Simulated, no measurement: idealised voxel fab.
The following is a process module called voxel transistor to metal.
Xsec cut, 175 nm wide, square cell size 5 nm.
If you're reading a cross-section in this doc, picture square cells in a grid; it comes to you as bands, top ones listed first down to the bottom, and a band can be one or more rows of cells. Each band's line starts with the height of the band's top and of its bottom, in nm. Then come its materials from left to right, each with its width in nm. One material with "edge to edge" fills the band from edge to edge. "empty" is empty space. For the purposes of this specification, 0 denotes the height below which the wafer in its as-received condition is composed wholly of one material, and the lowermost band, lacking a lower limit, extends downward without end, as expressed in "from 0 down". A width given as "30 to 40" starts at the first number in the band's top row and ends at the second number in its bottom row, shifting by an equal amount at every step from row to row. You'll sometimes find "remained the same" written for a step, and that's the way of saying that nowhere in the cross-section did a cell change during that step. Entry "Voids, sealed" = empty spaces >= 8 cells with no open way to the top; each as width x height at distance, distance from left edge, all nm. Whatever follows a step's settings on its line is a remark the simulator itself makes about that step. overlay nm: for a step with a mask, the amount by which the mask lay right of where it was planned; a negative amount means left of it. Each pair below shows a cross-section before one step and the cross-section after it, down to the lowest band that changed. The line under each pair gives the step between them, with its settings. The pairs can come from different runs of this module on the same starting wafer, so a pair continues from the pair above only where its "State before step" says so.

[State before step]
* from 75 to 60 | SiO2 40 nm | empty 20 nm | SiO2 55 nm | empty 20 nm | SiO2 40 nm
* from 60 to 50 | SiO2 40 nm | empty 15 nm | SiO2 60 nm | empty 15 nm | SiO2 45 nm
* from 50 to 45 | SiCN edge to edge
* from 45 to 30 | SiO2 40 nm | W 20 nm | SiO2 55 nm | W 20 nm | SiO2 40 nm
* from 30 to 25 | SiO2 40 nm | TiN 20 nm | SiO2 55 nm | TiN 20 nm | SiO2 40 nm
* from 25 to 10 | SiO2 40 nm | TiN 5 nm | W 10 nm | TiN 5 nm | SiO2 55 nm | TiN 5 nm | W 10 nm | TiN 5 nm | SiO2 40 nm
* from 10 to 5 | SiO2 40 nm | TiN 20 nm | SiN 10 nm | HfO2 5 nm | TiN 5 nm | W 15 nm | TiN 5 nm | HfO2 5 nm | SiN 10 nm | TiN 20 nm | SiO2 40 nm
* from 5 to 0 | SiO2 40 nm | nSi 20 nm | SiN 10 nm | HfO2 5 nm | TiN 5 nm | W 15 nm | TiN 5 nm | HfO2 5 nm | SiN 10 nm | nSi 20 nm | SiO2 40 nm
* from 0 to -5 | SiO2 35 nm | SiN 10 nm | nSi 15 nm | SiN 10 nm | HfO2 5 nm | TiN 25 nm | HfO2 5 nm | SiN 10 nm | nSi 15 nm | SiN 10 nm | SiO2 35 nm
* from -5 to -10 | SiO2 45 nm | nSi 15 nm | SiO2 10 nm | HfO2 35 nm | SiO2 10 nm | nSi 15 nm | SiO2 45 nm
* from -10 to -25 | SiO2 40 nm | Si 5 nm | nSi 15 nm | Si 55 nm | nSi 15 nm | Si 5 nm | SiO2 40 nm
* from -25 to -35 | SiO2 40 nm | Si 95 nm | SiO2 40 nm
* from -35 down | Si edge to edge
* Voids, sealed: none

[State After Step]
* from 75 to 60 | SiO2 40 nm | empty 20 nm | SiO2 55 nm | empty 20 nm | SiO2 40 nm
* from 60 to 50 | SiO2 40 nm | empty 15 nm | SiO2 60 nm | empty 15 nm | SiO2 45 nm
* from 50 to 45 | SiCN 40 nm | empty 10 nm | SiCN 65 nm | empty 10 nm | SiCN 50 nm
* below 45: unchanged
* Voids, sealed: none
The step carried out between the cross-section before it and the cross-section after it, both shown above, is MASKED_ETCH [tone open] [mask id METAL_2_HOLES] [width nm 15] [pitch nm 75] [etch materials SiCN] [depth nm 5] [overlay nm -5]

State before step: per the after cross-section of the pair just above.

[State After Step]
* from 80 to 75 | TiN 45 nm | empty 10 nm | TiN 65 nm | empty 10 nm | TiN 45 nm
* from 75 to 65 | SiO2 40 nm | TiN 5 nm | empty 10 nm | TiN 5 nm | SiO2 55 nm | TiN 5 nm | empty 10 nm | TiN 5 nm | SiO2 40 nm
* from 65 to 55 | SiO2 40 nm | TiN 5 nm | empty 5 nm | TiN 10 to 5 nm | SiO2 55 to 60 nm | TiN 5 nm | empty 5 nm | TiN 10 to 5 nm | SiO2 40 to 45 nm
* from 55 to 50 | SiO2 40 nm | TiN 15 nm | SiO2 60 nm | TiN 15 nm | SiO2 45 nm
* from 50 to 45 | SiCN 40 nm | TiN 10 nm | SiCN 65 nm | TiN 10 nm | SiCN 50 nm
* below 45: unchanged
* Voids, sealed: none
The step carried out between the cross-section before it and the cross-section after it, both shown above, is CONFORMAL_DEP [material TiN] [thk nm 5]

State before step: per the after cross-section of the pair just above.

[State After Step]
* from 85 to 80 | Cu edge to edge
* from 80 to 75 | TiN 45 nm | Cu 10 nm | TiN 65 nm | Cu 10 nm | TiN 45 nm
* from 75 to 65 | SiO2 40 nm | TiN 5 nm | Cu 10 nm | TiN 5 nm | SiO2 55 nm | TiN 5 nm | Cu 10 nm | TiN 5 nm | SiO2 40 nm
* from 65 to 55 | SiO2 40 nm | TiN 5 nm | Cu 5 nm | TiN 10 to 5 nm | SiO2 55 to 60 nm | TiN 5 nm | Cu 5 nm | TiN 10 to 5 nm | SiO2 40 to 45 nm
* below 55: unchanged
* Voids, sealed: none
The step carried out between the cross-section before it and the cross-section after it, both shown above, is FILL_DEP [material Cu] [thk nm 5]

State before step: per the after cross-section of the pair just above.

[State After Step]
* from 75 to 65 | SiO2 40 nm | TiN 5 nm | Cu 10 nm | TiN 5 nm | SiO2 55 nm | TiN 5 nm | Cu 10 nm | TiN 5 nm | SiO2 40 nm
* below 65: unchanged
* Voids, sealed: none
The step carried out between the cross-section before it and the cross-section after it, both shown above, is CMP [height nm 75]

State before step: per the after cross-section of the pair just above.

[State After Step]
* from 80 to 75 | SiN edge to edge
* below 75: unchanged
* Voids, sealed: none
The step carried out between the cross-section before it and the cross-section after it, both shown above, is CONFORMAL_DEP [material SiN] [thk nm 5]

[State before step]
* from 10 to 5 | SiO2 60 nm | SiN 10 nm | HfO2 5 nm | TiN 5 nm | W 15 nm | TiN 5 nm | HfO2 5 nm | SiN 10 nm | SiO2 60 nm
* from 5 to 0 | SiO2 40 nm | nSi 20 nm | SiN 10 nm | HfO2 5 nm | TiN 5 nm | W 15 nm | TiN 5 nm | HfO2 5 nm | SiN 10 nm | nSi 20 nm | SiO2 40 nm
* from 0 to -5 | SiO2 35 nm | SiN 10 nm | nSi 15 nm | SiN 10 nm | HfO2 5 nm | TiN 25 nm | HfO2 5 nm | SiN 10 nm | nSi 15 nm | SiN 10 nm | SiO2 35 nm
* from -5 to -10 | SiO2 45 nm | nSi 15 nm | SiO2 10 nm | HfO2 35 nm | SiO2 10 nm | nSi 15 nm | SiO2 45 nm
* from -10 to -25 | SiO2 40 nm | Si 5 nm | nSi 15 nm | Si 55 nm | nSi 15 nm | Si 5 nm | SiO2 40 nm
* from -25 to -35 | SiO2 40 nm | Si 95 nm | SiO2 40 nm
* from -35 down | Si edge to edge
* Voids, sealed: none

[State After Step]
* from 25 to 10 | HfO2 edge to edge
* below 10: unchanged
* Voids, sealed: none
The step carried out between the cross-section before it and the cross-section after it, both shown above, is DIRECTIONAL_DEP [material HfO2] [thk nm 15]

State before step: per the after cross-section of the pair just above.

[State After Step]
* from 35 to 25 | aC edge to edge
* below 25: unchanged
* Voids, sealed: none
The step carried out between the cross-section before it and the cross-section after it, both shown above, is DIRECTIONAL_DEP [material aC] [thk nm 10]

State before step: per the after cross-section of the pair just above.

[State After Step]
* from 65 to 35 | resist 40 nm | empty 20 nm | resist 55 nm | empty 20 nm | resist 40 nm
* below 35: unchanged
* Voids, sealed: none
The step carried out between the cross-section before it and the cross-section after it, both shown above, is PATTERN [tone open] [mask id CONTACT] [material resist] [width nm 20] [pitch nm 75] [thk nm 30] [overlay nm 0]

State before step: per the after cross-section of the pair just above.

[State After Step]
* from 55 to 35 | resist 40 nm | empty 20 nm | resist 55 nm | empty 20 nm | resist 40 nm
* from 35 to 25 | aC 40 nm | empty 20 nm | aC 55 nm | empty 20 nm | aC 40 nm
* below 25: unchanged
* Voids, sealed: none
The step carried out between the cross-section before it and the cross-section after it, both shown above, is DIRECTIONAL_ETCH [etch materials aC] [depth nm 10]

State before step: per the after cross-section of the pair just above.

[State After Step]
* from 35 to 25 | aC 40 nm | empty 20 nm | aC 55 nm | empty 20 nm | aC 40 nm
* below 25: unchanged
* Voids, sealed: none
The step carried out between the cross-section before it and the cross-section after it, both shown above, is STRIP [etch materials resist]

State before step: per the after cross-section of the pair just above.

[State After Step]
* from 25 to 10 | HfO2 edge to edge
* below 10: unchanged
* Voids, sealed: none
The step carried out between the cross-section before it and the cross-section after it, both shown above, is STRIP [etch materials aC]

State before step: per the after cross-section of the pair just above.

[State After Step]
* from 30 to 25 | TiN edge to edge
* below 25: unchanged
* Voids, sealed: none
The step carried out between the cross-section before it and the cross-section after it, both shown above, is CONFORMAL_DEP [material TiN] [thk nm 5]

State before step: per the after cross-section of the pair just above.

[State After Step]
* from 40 to 30 | W edge to edge
* below 30: unchanged
* Voids, sealed: none
The step carried out between the cross-section before it and the cross-section after it, both shown above, is FILL_DEP [material W] [thk nm 10]

State before step: per the after cross-section of the pair just above.

[State After Step]
* from 25 to 10 | HfO2 edge to edge
* below 10: unchanged
* Voids, sealed: none
The step carried out between the cross-section before it and the cross-section after it, both shown above, is CMP [height nm 25]

State before step: per the after cross-section of the pair just above.

[State After Step]
* from 30 to 25 | TiN edge to edge
* below 25: unchanged
* Voids, sealed: none
The step carried out between the cross-section before it and the cross-section after it, both shown above, is DIRECTIONAL_DEP [material TiN] [thk nm 5]

State before step: per the after cross-section of the pair just above.

[State After Step]
* from 45 to 30 | W edge to edge
* below 30: unchanged
* Voids, sealed: none
The step carried out between the cross-section before it and the cross-section after it, both shown above, is DIRECTIONAL_DEP [material W] [thk nm 15]

State before step: per the after cross-section of the pair just above.

[State After Step]
* from 65 to 45 | empty 40 nm | resist 20 nm | empty 55 nm | resist 20 nm | empty 40 nm
* below 45: unchanged
* Voids, sealed: none
The step carried out between the cross-section before it and the cross-section after it, both shown above, is PATTERN [tone cover] [mask id METAL_1] [material resist] [width nm 20] [pitch nm 75] [thk nm 20] [overlay nm 0]

State before step: per the after cross-section of the pair just above.

[State After Step]
* from 65 to 45 | empty 40 nm | resist 20 nm | empty 55 nm | resist 20 nm | empty 40 nm
* from 45 to 30 | empty 40 nm | W 20 nm | empty 55 nm | W 20 nm | empty 40 nm
* below 30: unchanged
* Voids, sealed: none
The step carried out between the cross-section before it and the cross-section after it, both shown above, is DIRECTIONAL_ETCH [etch materials W] [depth nm 15]

State before step: per the after cross-section of the pair just above.

[State After Step]
* from 65 to 45 | empty 40 nm | resist 20 nm | empty 55 nm | resist 20 nm | empty 40 nm
* from 45 to 30 | empty 40 nm | W 20 nm | empty 55 nm | W 20 nm | empty 40 nm
* from 30 to 25 | empty 40 nm | TiN 20 nm | empty 55 nm | TiN 20 nm | empty 40 nm
* below 25: unchanged
* Voids, sealed: none
The step carried out between the cross-section before it and the cross-section after it, both shown above, is DIRECTIONAL_ETCH [etch materials TiN] [depth nm 5]

State before step: per the after cross-section of the pair just above.

[State After Step]
* from 45 to 30 | empty 40 nm | W 20 nm | empty 55 nm | W 20 nm | empty 40 nm
* below 30: unchanged
* Voids, sealed: none
The step carried out between the cross-section before it and the cross-section after it, both shown above, is STRIP [etch materials resist]

State before step: per the after cross-section of the pair just above.

[State After Step]
* from 55 to 45 | SiO2 edge to edge
* from 45 to 30 | SiO2 40 nm | W 20 nm | SiO2 55 nm | W 20 nm | SiO2 40 nm
* from 30 to 25 | SiO2 40 nm | TiN 20 nm | SiO2 55 nm | TiN 20 nm | SiO2 40 nm
* below 25: unchanged
* Voids, sealed: none
The step carried out between the cross-section before it and the cross-section after it, both shown above, is FILL_DEP [material SiO2] [thk nm 10]

State before step: per the after cross-section of the pair just above.

[State After Step]
* from 45 to 30 | SiO2 40 nm | W 20 nm | SiO2 55 nm | W 20 nm | SiO2 40 nm
* below 30: unchanged
* Voids, sealed: none
The step carried out between the cross-section before it and the cross-section after it, both shown above, is CMP [height nm 45]

State before step: per the after cross-section of the pair just above.

[State After Step]
* from 50 to 45 | SiCN edge to edge
* below 45: unchanged
* Voids, sealed: none
The step carried out between the cross-section before it and the cross-section after it, both shown above, is CONFORMAL_DEP [material SiCN] [thk nm 5]

State before step: per the after cross-section of the pair just above.

[State After Step]
* from 75 to 50 | SiO2 edge to edge
* below 50: unchanged
* Voids, sealed: none
The step carried out between the cross-section before it and the cross-section after it, both shown above, is DIRECTIONAL_DEP [material SiO2] [thk nm 25]

State before step: per the after cross-section of the pair just above.

[State After Step]
* from 75 to 60 | SiO2 40 nm | empty 20 nm | SiO2 55 nm | empty 20 nm | SiO2 40 nm
* below 60: unchanged
* Voids, sealed: none
The step carried out between the cross-section before it and the cross-section after it, both shown above, is MASKED_ETCH [tone open] [mask id METAL_2] [width nm 20] [pitch nm 75] [etch materials SiO2] [depth nm 15] [overlay nm 0]

State before step: per the after cross-section of the pair just above.

[State After Step]
* from 75 to 60 | SiO2 40 nm | empty 20 nm | SiO2 55 nm | empty 20 nm | SiO2 40 nm
* from 60 to 50 | SiO2 40 nm | empty 15 nm | SiO2 60 nm | empty 15 nm | SiO2 45 nm
* below 50: unchanged
* Voids, sealed: none
The step carried out between the cross-section before it and the cross-section after it, both shown above, is MASKED_ETCH [tone open] [mask id METAL_2_HOLES] [width nm 15] [pitch nm 75] [etch materials SiO2] [depth nm 10] [overlay nm 0]

State before step: per the after cross-section of the pair just above.

[State After Step]
* from 75 to 60 | SiO2 40 nm | empty 20 nm | SiO2 55 nm | empty 20 nm | SiO2 40 nm
* from 60 to 50 | SiO2 40 nm | empty 15 nm | SiO2 60 nm | empty 15 nm | SiO2 45 nm
* from 50 to 45 | SiCN 40 nm | empty 15 nm | SiCN 60 nm | empty 15 nm | SiCN 45 nm
* below 45: unchanged
* Voids, sealed: none
The step carried out between the cross-section before it and the cross-section after it, both shown above, is MASKED_ETCH [tone open] [mask id METAL_2_HOLES] [width nm 15] [pitch nm 75] [etch materials SiCN] [depth nm 5] [overlay nm 0]

State before step: per the after cross-section of the pair just above.

[State After Step]
* from 80 to 75 | TiN 45 nm | empty 10 nm | TiN 65 nm | empty 10 nm | TiN 45 nm
* from 75 to 65 | SiO2 40 nm | TiN 5 nm | empty 10 nm | TiN 5 nm | SiO2 55 nm | TiN 5 nm | empty 10 nm | TiN 5 nm | SiO2 40 nm
* from 65 to 60 | SiO2 40 nm | TiN 5 nm | empty 5 nm | TiN 10 nm | SiO2 55 nm | TiN 5 nm | empty 5 nm | TiN 10 nm | SiO2 40 nm
* from 60 to 50 | SiO2 40 nm | TiN 5 nm | empty 5 nm | TiN 5 nm | SiO2 60 nm | TiN 5 nm | empty 5 nm | TiN 5 nm | SiO2 45 nm
* from 50 to 45 | SiCN 40 nm | TiN 15 nm | SiCN 60 nm | TiN 15 nm | SiCN 45 nm
* below 45: unchanged
* Voids, sealed: none
The step carried out between the cross-section before it and the cross-section after it, both shown above, is CONFORMAL_DEP [material TiN] [thk nm 5]

State before step: per the after cross-section of the pair just above.

[State After Step]
* from 85 to 80 | Cu edge to edge
* from 80 to 75 | TiN 45 nm | Cu 10 nm | TiN 65 nm | Cu 10 nm | TiN 45 nm
* from 75 to 65 | SiO2 40 nm | TiN 5 nm | Cu 10 nm | TiN 5 nm | SiO2 55 nm | TiN 5 nm | Cu 10 nm | TiN 5 nm | SiO2 40 nm
* from 65 to 60 | SiO2 40 nm | TiN 5 nm | Cu 5 nm | TiN 10 nm | SiO2 55 nm | TiN 5 nm | Cu 5 nm | TiN 10 nm | SiO2 40 nm
* from 60 to 50 | SiO2 40 nm | TiN 5 nm | Cu 5 nm | TiN 5 nm | SiO2 60 nm | TiN 5 nm | Cu 5 nm | TiN 5 nm | SiO2 45 nm
* below 50: unchanged
* Voids, sealed: none
The step carried out between the cross-section before it and the cross-section after it, both shown above, is FILL_DEP [material Cu] [thk nm 5]

State before step: per the after cross-section of the pair just above.

[State After Step]
* from 75 to 65 | SiO2 40 nm | TiN 5 nm | Cu 10 nm | TiN 5 nm | SiO2 55 nm | TiN 5 nm | Cu 10 nm | TiN 5 nm | SiO2 40 nm
* below 65: unchanged
* Voids, sealed: none
The step carried out between the cross-section before it and the cross-section after it, both shown above, is CMP [height nm 75]

State before step: per the after cross-section of the pair just above.

[State After Step]
* from 80 to 75 | SiN edge to edge
* below 75: unchanged
* Voids, sealed: none
The step carried out between the cross-section before it and the cross-section after it, both shown above, is CONFORMAL_DEP [material SiN] [thk nm 5]

[State before step]
* from 75 to 60 | SiO2 40 nm | empty 20 nm | SiO2 55 nm | empty 20 nm | SiO2 40 nm
* from 60 to 50 | SiO2 edge to edge
* from 50 to 45 | SiCN edge to edge
* from 45 to 30 | SiO2 40 nm | W 20 nm | SiO2 55 nm | W 20 nm | SiO2 40 nm
* from 30 to 25 | SiO2 40 nm | TiN 20 nm | SiO2 55 nm | TiN 20 nm | SiO2 40 nm
* from 25 to 10 | SiO2 40 nm | TiN 5 nm | W 10 nm | TiN 5 nm | SiO2 55 nm | TiN 5 nm | W 10 nm | TiN 5 nm | SiO2 40 nm
* from 10 to 5 | SiO2 40 nm | TiN 20 nm | SiN 10 nm | HfO2 5 nm | TiN 5 nm | W 15 nm | TiN 5 nm | HfO2 5 nm | SiN 10 nm | TiN 20 nm | SiO2 40 nm
* from 5 to 0 | SiO2 40 nm | nSi 20 nm | SiN 10 nm | HfO2 5 nm | TiN 5 nm | W 15 nm | TiN 5 nm | HfO2 5 nm | SiN 10 nm | nSi 20 nm | SiO2 40 nm
* from 0 to -5 | SiO2 35 nm | SiN 10 nm | nSi 15 nm | SiN 10 nm | HfO2 5 nm | TiN 25 nm | HfO2 5 nm | SiN 10 nm | nSi 15 nm | SiN 10 nm | SiO2 35 nm
* from -5 to -10 | SiO2 45 nm | nSi 15 nm | SiO2 10 nm | HfO2 35 nm | SiO2 10 nm | nSi 15 nm | SiO2 45 nm
* from -10 to -25 | SiO2 40 nm | Si 5 nm | nSi 15 nm | Si 55 nm | nSi 15 nm | Si 5 nm | SiO2 40 nm
* from -25 to -35 | SiO2 40 nm | Si 95 nm | SiO2 40 nm
* from -35 down | Si edge to edge
* Voids, sealed: none

[State After Step]
* from 65 to 60 | SiO2 40 nm | empty 20 nm | SiO2 55 nm | empty 20 nm | SiO2 40 nm
* from 60 to 50 | SiO2 55 nm | empty 5 nm | SiO2 70 nm | empty 5 nm | SiO2 40 nm
* below 50: unchanged
* Voids, sealed: none
The step carried out between the cross-section before it and the cross-section after it, both shown above, is MASKED_ETCH [tone cover] [mask id METAL_2_HOLES] [width nm 15] [pitch nm 75] [etch materials SiO2] [depth nm 10] [overlay nm 0]

State before step: per the after cross-section of the pair just above.

[State After Step]
* from 70 to 65 | TiN 45 nm | empty 10 nm | TiN 65 nm | empty 10 nm | TiN 45 nm
* from 65 to 60 | SiO2 40 nm | TiN 20 nm | SiO2 55 nm | TiN 20 nm | SiO2 40 nm
* from 60 to 50 | SiO2 55 nm | TiN 5 nm | SiO2 70 nm | TiN 5 nm | SiO2 40 nm
* below 50: unchanged
* Voids, sealed: none
The step carried out between the cross-section before it and the cross-section after it, both shown above, is CONFORMAL_DEP [material TiN] [thk nm 5]

State before step: per the after cross-section of the pair just above.

[State After Step]
* from 75 to 70 | Cu edge to edge
* from 70 to 65 | TiN 45 nm | Cu 10 nm | TiN 65 nm | Cu 10 nm | TiN 45 nm
* below 65: unchanged
* Voids, sealed: none
The step carried out between the cross-section before it and the cross-section after it, both shown above, is FILL_DEP [material Cu] [thk nm 5]

State before step: per the after cross-section of the pair just above.

[State After Step]
* from 80 to 75 | SiN edge to edge
* below 75: unchanged
* Voids, sealed: none
The step carried out between the cross-section before it and the cross-section after it, both shown above, is CONFORMAL_DEP [material SiN] [thk nm 5]
